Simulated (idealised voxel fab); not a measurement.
The following is a process module called voxel spacer lines.
Cross-sectional view cut (width: 235 nm; square cell size: 5 nm).
In this document a cross-section is written as a grid of square cells. It is given as a series of bands, listed from the top down, and a band is one or more rows of cells. Quick guide to a band line: top height, bottom height (nm) up front; then every material left to right with its width in nm. Only one material and it's marked "edge to edge"? Then it fills the band edge to edge. And "air" just means empty space. We count height from 0. Below that, the starting wafer is all one material. The lowest band never ends at the bottom but goes on down; see "top 0, no bottom" for how that is written. Top row gets the first number, bottom row gets the second, and each row in between changes by the same step: that is how a band width like "30->40" works. Where a step carries "nothing different", the cross-section came out of it unchanged, cell for cell. "Trapped cavities" means: voids of 8 cells or more that are shut off from the top with no open way through. Written width x height at distance, distance from the left edge, in nm. Past the settings on a step's line: simulator remark, on that step. overlay nm: on a step with a mask, how far right of its planned place the mask lay; negative means left.

# The following list gives the planned process steps
1,op RECEIVE | material Si
2,op CONFORMAL_DEP | material Al2O3 | thk nm 5
3,op DIRECTIONAL_DEP | material polySi | thk nm 10
4,op DIRECTIONAL_DEP | material aC | thk nm 30
5,op PATTERN | tone cover | mask id MANDREL | material resist | width nm 15 | pitch nm 50 | thk nm 35 | overlay nm 0
6,op DIRECTIONAL_ETCH | etch materials aC | depth nm 30
7,op STRIP | etch materials resist
8,op CONFORMAL_DEP | material SiO2 | thk nm 10
9,op DIRECTIONAL_ETCH | etch materials SiO2 | depth nm 10
10,op STRIP | etch materials aC
11,op DIRECTIONAL_ETCH | etch materials polySi | depth nm 5
12,op STRIP | etch materials SiO2
The plan's step 11 depth nm is the first wafer's value; the wafers differ in this setting and start identical.

# The as-received cross-section of the first of several wafers corresponds to the state after step 1
top 0, no bottom  Si edge to edge
Trapped cavities: none

# So in this table every wafer gets its own row, and what you see is where it stands at the end of the module: for each material, how many cells it picked up (+) or gave up (-) since we received it, and after that its closed voids
depth nm 5, +47 Al2O3, +55 polySi, Trapped cavities: none
depth nm 10, +47 Al2O3, +16 polySi, Trapped cavities: none
depth nm 15, +47 Al2O3, +16 polySi, Trapped cavities: none
depth nm 20, +47 Al2O3, +16 polySi, Trapped cavities: none
depth nm 25, +47 Al2O3, +16 polySi, Trapped cavities: none
